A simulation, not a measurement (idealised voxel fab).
The process module presented herein is designated voxel wiring stack.
cross-section cut | 240 nm wide | cells 5 nm
Cross-section, as written here: a square-cell grid given band by band from the top down, where a band holds one or more rows of cells. Heights first: top, then bottom, in nm. Then materials, left to right, each with a width in nm. "full width" on a single material: fills the band edge to edge. "empty": empty space. Where do heights start? At 0: under that level the wafer as delivered is made of one material only. And the lowest band has no floor; it just carries on downward, as in "0 down". Width "30->40": first value at the band's top row of cells, second value at its bottom row, equal change from row to row. You'll sometimes find "same as before" written for a step, and that's the way of saying that nowhere in the cross-section did a cell change during that step. The label "Closed void register" introduces a list of the empty spaces, 8 cells or larger, that have no open way up to the top; each entry in it reads width x height at distance, where the distance is taken from the left edge and all three are stated in nm. That trailing text on a step's line, after the settings, is the simulator's own remark on the step. A step's line can hold "overlay nm"; with a mask on that step, the setting says how far right of the planned place the mask lay, while a negative setting says it lay to the left.
## List of planned process steps
| 1 | RECEIVE, material Si |
| 2 | CONFORMAL_DEP, material SiO2, thk nm 15 |
| 3 | CONFORMAL_DEP, material SiCN, thk nm 5 |
| 4 | DIRECTIONAL_DEP, material lowk, thk nm 20 |
| 5 | PATTERN, tone open, mask id METAL_1, material resist, width nm 20, pitch nm 45, thk nm 15, overlay nm 0 |
| 6 | DIRECTIONAL_ETCH, etch materials lowk, depth nm 20 |
| 7 | DIRECTIONAL_ETCH, etch materials SiCN, depth nm 5 |
| 8 | STRIP, etch materials resist |
| 9 | CONFORMAL_DEP, material TiN, thk nm 5 |
| 10 | FILL_DEP, material Cu, thk nm 10 |
| 11 | CMP, height nm 40 |
| 12 | EPI, material Ru, thk nm 5 |
| 13 | FILL_DEP, material SiCN, thk nm 5 |
| 14 | DIRECTIONAL_DEP, material SiO2, thk nm 25 |
| 15 | MASKED_ETCH, tone open, mask id METAL_2, width nm 20, pitch nm 45, etch materials SiO2, depth nm 15, overlay nm 0 |
| 16 | PATTERN, tone open, mask id METAL_2_HOLES, material resist, width nm 15, pitch nm 45, thk nm 20, overlay nm 0 |
| 17 | DIRECTIONAL_ETCH, etch materials SiO2, depth nm 10 |
| 18 | DIRECTIONAL_ETCH, etch materials SiCN, depth nm 5 |
| 19 | STRIP, etch materials resist |
| 20 | CONFORMAL_DEP, material TiN, thk nm 5 |
| 21 | FILL_DEP, material Cu, thk nm 10 |
| 22 | CMP, height nm 75 |
| 23 | CONFORMAL_DEP, material SiCN, thk nm 5 |
| 24 | DIRECTIONAL_DEP, material SiO2, thk nm 30 |
| 25 | PATTERN, tone open, mask id METAL_3, material resist, width nm 20, pitch nm 45, thk nm 20, overlay nm 0 |
| 26 | DIRECTIONAL_ETCH, etch materials SiO2, depth nm 20 |
| 27 | STRIP, etch materials resist |
| 28 | MASKED_ETCH, tone open, mask id METAL_3_HOLES, width nm 15, pitch nm 45, etch materials SiO2, depth nm 10, overlay nm 0 |
| 29 | MASKED_ETCH, tone open, mask id METAL_3_HOLES, width nm 15, pitch nm 45, etch materials SiCN, depth nm 5, overlay nm 0 |
| 30 | CONFORMAL_DEP, material TiN, thk nm 5 |
| 31 | FILL_DEP, material Cu, thk nm 10 |
| 32 | CMP, height nm 110 |
| 33 | CONFORMAL_DEP, material SiCN, thk nm 5 |
## So this is the incoming wafer in cross-section - it's already been through step 1
0 down: Si full width
Closed void register: none
## Cross-sectional image of the first of two wafers at the end of the module, the run having proceeded as planned
115 to 110: SiCN full width
110 to 95: SiO2 65, TiN 5, Cu 10, TiN 5, SiO2 25, TiN 5, Cu 10, TiN 5, SiO2 25, TiN 5, Cu 10, TiN 5, SiO2 65
95 to 90: SiO2 65, TiN 5, Cu 5, TiN 10, SiO2 25, TiN 5, Cu 5, TiN 10, SiO2 25, TiN 5, Cu 5, TiN 10, SiO2 65
90 to 80: SiO2 65, TiN 5, Cu 5, TiN 5, SiO2 30, TiN 5, Cu 5, TiN 5, SiO2 30, TiN 5, Cu 5, TiN 5, SiO2 70
80 to 75: SiCN 65, TiN 15, SiCN 30, TiN 15, SiCN 30, TiN 15, SiCN 70
75 to 65: SiO2 65, TiN 5, Cu 10, TiN 5, SiO2 25, TiN 5, Cu 10, TiN 5, SiO2 25, TiN 5, Cu 10, TiN 5, SiO2 65
65 to 60: SiO2 65, TiN 5, Cu 5, TiN 10, SiO2 25, TiN 5, Cu 5, TiN 10, SiO2 25, TiN 5, Cu 5, TiN 10, SiO2 65
60 to 50: SiO2 65, TiN 5, Cu 5, TiN 5, SiO2 30, TiN 5, Cu 5, TiN 5, SiO2 30, TiN 5, Cu 5, TiN 5, SiO2 70
50 to 45: SiCN 65, TiN 15, SiCN 30, TiN 15, SiCN 30, TiN 15, SiCN 70
45 to 40: SiCN 60, Ru 30, SiCN 15, Ru 30, SiCN 15, Ru 30, SiCN 60
40 to 20: lowk 65, TiN 5, Cu 10, TiN 5, lowk 25, TiN 5, Cu 10, TiN 5, lowk 25, TiN 5, Cu 10, TiN 5, lowk 65
20 to 15: SiCN 65, TiN 20, SiCN 25, TiN 20, SiCN 25, TiN 20, SiCN 65
15 to 0: SiO2 full width
0 down: Si full width
Closed void register: none
## End of module, second wafer, cross-section. Started like the first, planned like the first, run with one mistake
115 to 110: SiCN full width
110 to 95: SiO2 65, TiN 5, Cu 10, TiN 5, SiO2 25, TiN 5, Cu 10, TiN 5, SiO2 25, TiN 5, Cu 10, TiN 5, SiO2 65
95 to 90: SiO2 65, TiN 5, Cu 5, TiN 10, SiO2 25, TiN 5, Cu 5, TiN 10, SiO2 25, TiN 5, Cu 5, TiN 10, SiO2 65
90 to 80: SiO2 65, TiN 5, Cu 5, TiN 5, SiO2 30, TiN 5, Cu 5, TiN 5, SiO2 30, TiN 5, Cu 5, TiN 5, SiO2 70
80 to 75: SiCN 65, TiN 15, SiCN 30, TiN 15, SiCN 30, TiN 15, SiCN 70
75 to 65: SiO2 65, TiN 5, Cu 10, TiN 5, SiO2 25, TiN 5, Cu 10, TiN 5, SiO2 25, TiN 5, Cu 10, TiN 5, SiO2 65
65 to 60: SiO2 65, TiN 5, Cu 5, TiN 10, SiO2 25, TiN 5, Cu 5, TiN 10, SiO2 25, TiN 5, Cu 5, TiN 10, SiO2 65
60 to 50: SiO2 65, TiN 5, Cu 5, TiN 5, SiO2 30, TiN 5, Cu 5, TiN 5, SiO2 30, TiN 5, Cu 5, TiN 5, SiO2 70
50 to 45: SiCN 65, TiN 15, SiCN 30, TiN 15, SiCN 30, TiN 15, SiCN 70
45 to 40: SiCN 60, Ru 30, SiCN 15, Ru 30, SiCN 15, Ru 30, SiCN 60
40 to 35: SiCN 65, TiN 20, SiCN 25, TiN 20, SiCN 25, TiN 20, SiCN 65
35 to 15: lowk full width
15 to 0: SiO2 full width
0 down: Si full width
Closed void register: none
Run error: steps 3 and 4 swapped
The closing comparison, in cells, has the second wafer with more or fewer of some materials than the first: Cu -24; TiN -24; lowk +48
